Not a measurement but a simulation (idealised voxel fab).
You're looking at the process module voxel gate over fins.
The cross-section shown here is cut; it is 230 nm wide and divided into square cells measuring 5 nm on a side.
When this document writes out a cross-section, it uses a grid of square cells and lists it as bands, beginning at the top and moving down, with a band standing for one or more rows of cells.
Band: top and bottom heights (nm) first, top before bottom; then materials from left to right, widths in nm. "throughout" marks a sole material filling the band edge to edge. "blank" denotes empty space.
Note: height 0 marks the level under which the wafer is uniformly one material as received. Lowest band unbounded below, written "0 down".
A width such as "30 to 40" changes by the same amount from each row of cells to the next, from the band's top row to its bottom row.
For the purposes of this document, the phrase "remained unchanged" attached to a step denotes that no cell within the cross-section was modified by that step.
"Closed voids list" enumerates empty spaces isolated from the top, with no open way to it, that contain at least 8 cells, giving each as width x height at distance from the left edge, all three in nm.
It should be noted that, on the line of a given step, the content following the step's settings is a remark produced by the simulator itself with respect to that step.
overlay nm, on a step with a mask: how far to the right of its planned place the mask lay; to the left if negative

# Steps in the process plan
step 1: RECEIVE: material Si
step 2: CONFORMAL_DEP: material SiN, thk nm 5
step 3: DIRECTIONAL_DEP: material aC, thk nm 15
step 4: PATTERN: tone cover, mask id FINS, material resist, width nm 15, pitch nm 45, thk nm 30, overlay nm 0
step 5: DIRECTIONAL_ETCH: etch materials aC, depth nm 15
step 6: STRIP: etch materials resist
step 7: DIRECTIONAL_ETCH: etch materials SiN, depth nm 5
step 8: DIRECTIONAL_ETCH: etch materials Si, depth nm 40
step 9: STRIP: etch materials aC
step 10: OXIDIZE: depth nm 5
step 11: FILL_DEP: material SiO2, thk nm 15
step 12: CMP: height nm 5
step 13: SELECTIVE_ETCH: etch materials SiO2, depth nm 15
step 14: STRIP: etch materials SiN
step 15: CONFORMAL_DEP: material HfO2, thk nm 5
step 16: CONFORMAL_DEP: material TiN, thk nm 5
step 17: CONFORMAL_DEP: material TiAl, thk nm 5
step 18: CONFORMAL_DEP: material TiN, thk nm 5
step 19: FILL_DEP: material W, thk nm 10
step 20: CMP: height nm 25
step 21: CONFORMAL_DEP: material SiN, thk nm 10

# Received-state cross-section, reflecting completion of step 1
* 0 down | Si throughout
* Closed voids list: none

# Starting structure and process plan are as shown above, but one mistake was made in running the module; the wafer cross-section at the end of the module follows
* 30 to 25 | SiN throughout
* 25 to 20 | W throughout
* 20 to 15 | W (25) | TiN (180) | W (25)
* 15 to 10 | W (25) | TiN (5) | TiAl (35) | TiN (10) | TiAl (35) | TiN (10) | TiAl (35) | TiN (10) | TiAl (35) | TiN (5) | W (25)
* 10 to 5 | TiN (30) | TiAl (5) | TiN (25) | TiAl (5) | TiN (10) | TiAl (5) | TiN (25) | TiAl (5) | TiN (10) | TiAl (5) | TiN (25) | TiAl (5) | TiN (10) | TiAl (5) | TiN (25) | TiAl (5) | TiN (30)
* 5 to 0 | TiAl (35) | TiN (5) | HfO2 (15) | TiN (5) | TiAl (20) | TiN (5) | HfO2 (15) | TiN (5) | TiAl (20) | TiN (5) | HfO2 (15) | TiN (5) | TiAl (20) | TiN (5) | HfO2 (15) | TiN (5) | TiAl (35)
* 0 to -5 | TiN (40) | HfO2 (5) | Si (5) | HfO2 (5) | TiN (30) | HfO2 (5) | Si (5) | HfO2 (5) | TiN (30) | HfO2 (5) | Si (5) | HfO2 (5) | TiN (30) | HfO2 (5) | Si (5) | HfO2 (5) | TiN (40)
* -5 to -10 | HfO2 (45) | Si (5) | HfO2 (40) | Si (5) | HfO2 (40) | Si (5) | HfO2 (40) | Si (5) | HfO2 (45)
* -10 to -45 | SiO2 (45) | Si (5) | SiO2 (40) | Si (5) | SiO2 (40) | Si (5) | SiO2 (40) | Si (5) | SiO2 (45)
* -45 down | Si throughout
* Closed voids list: none
Here's what went sideways: heads up, step 21 didn't go per plan, it actually ran as CONFORMAL_DEP: material SiN, thk nm 5
